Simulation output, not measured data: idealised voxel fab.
Process module under the name voxel self aligned vias
Section cut is 165 nm wide and gridded with 5 nm square cells.
When this document writes out a cross-section, it uses a grid of square cells and lists it as bands, beginning at the top and moving down, with a band standing for one or more rows of cells. Heights first: top, then bottom, in nm. Then materials, left to right, each with a width in nm. "full width" on a single material: fills the band edge to edge. "air": empty space. Zero point of the height axis is 0; under it, received wafer = one material. Lowest band: continues down indefinitely, "0 nm and below". Think of "30->40" as a width that walks from the first number to the second as you go down the band, top row to bottom row, taking equal-sized steps from row to row. Where the words "remained unchanged" appear for a step, the cross-section shows no cell changed by that step; every cell remained as before. Any empty space of 8 cells or more lacking an open way to the top shows up in "Voids, fully enclosed" as width x height at distance, distance from the left edge, in nm. Formally, on a step line, whatever follows the settings is a remark that the simulator itself makes on the step. overlay nm: how far to the right of its planned place the mask lay on this masked step (negative: to the left).
# These are the steps we planned for the process
- 1: RECEIVE (material Si)
- 2: CONFORMAL_DEP (material SiO2; thk nm 15)
- 3: CONFORMAL_DEP (material SiCN; thk nm 5)
- 4: DIRECTIONAL_DEP (material lowk; thk nm 30)
- 5: PATTERN (tone open; mask id LINES; material resist; width nm 30; pitch nm 80; thk nm 20; overlay nm 0)
- 6: DIRECTIONAL_ETCH (etch materials lowk; depth nm 30)
- 7: STRIP (etch materials resist)
- 8: CONFORMAL_DEP (material TiN; thk nm 5)
- 9: FILL_DEP (material W; thk nm 10)
- 10: CMP (height nm 50)
- 11: SELECTIVE_ETCH (etch materials W Ru TiN; depth nm 10)
- 12: FILL_DEP (material SiN; thk nm 5)
- 13: CMP (height nm 50)
- 14: DIRECTIONAL_DEP (material lowk; thk nm 20)
- 15: DIRECTIONAL_DEP (material aC; thk nm 10)
- 16: PATTERN (tone open; mask id VIAS; material resist; width nm 50; pitch nm 80; thk nm 30; overlay nm 0)
- 17: DIRECTIONAL_ETCH (etch materials aC; depth nm 10)
- 18: STRIP (etch materials resist)
- 19: DIRECTIONAL_ETCH (etch materials lowk; depth nm 20)
- 20: DIRECTIONAL_ETCH (etch materials SiN; depth nm 10)
- 21: STRIP (etch materials aC)
- 22: CONFORMAL_DEP (material TiN; thk nm 5)
- 23: FILL_DEP (material W; thk nm 10)
- 24: CMP (height nm 70)
- 25: CONFORMAL_DEP (material SiCN; thk nm 5)
# Here's what the wafer looked like in cross-section when it arrived - that's after step 1
    0 nm and below  Si full width
    Voids, fully enclosed: none
# Starting structure and process plan are as shown above, but one mistake was made in running the module; the wafer cross-section at the end of the module follows
    75 nm to 70 nm  SiCN full width
    70 nm to 55 nm  lowk=15 | TiN=5 | W=40 | TiN=5 | lowk=30 | TiN=5 | W=40 | TiN=5 | lowk=20
    55 nm to 45 nm  lowk=15->30 | TiN=20->5 | W=15 | TiN=15->5 | lowk=30->55 | TiN=20->5 | W=15 | TiN=15->5 | lowk=20->30
    45 nm to 40 nm  lowk=30 | TiN=25 | lowk=55 | TiN=25 | lowk=30
    40 nm to 25 nm  lowk=30 | TiN=5 | W=15 | TiN=5 | lowk=55 | TiN=5 | W=15 | TiN=5 | lowk=30
    25 nm to 20 nm  lowk=30 | TiN=25 | lowk=55 | TiN=25 | lowk=30
    20 nm to 15 nm  SiCN full width
    15 nm to 0 nm  SiO2 full width
    0 nm and below  Si full width
    Voids, fully enclosed: none
The mistake made against the process plan was this: so step 5 ended up running with a different setting than we planned, it ran as PATTERN (tone open; mask id LINES; material resist; width nm 25; pitch nm 80; thk nm 20; overlay nm 0)
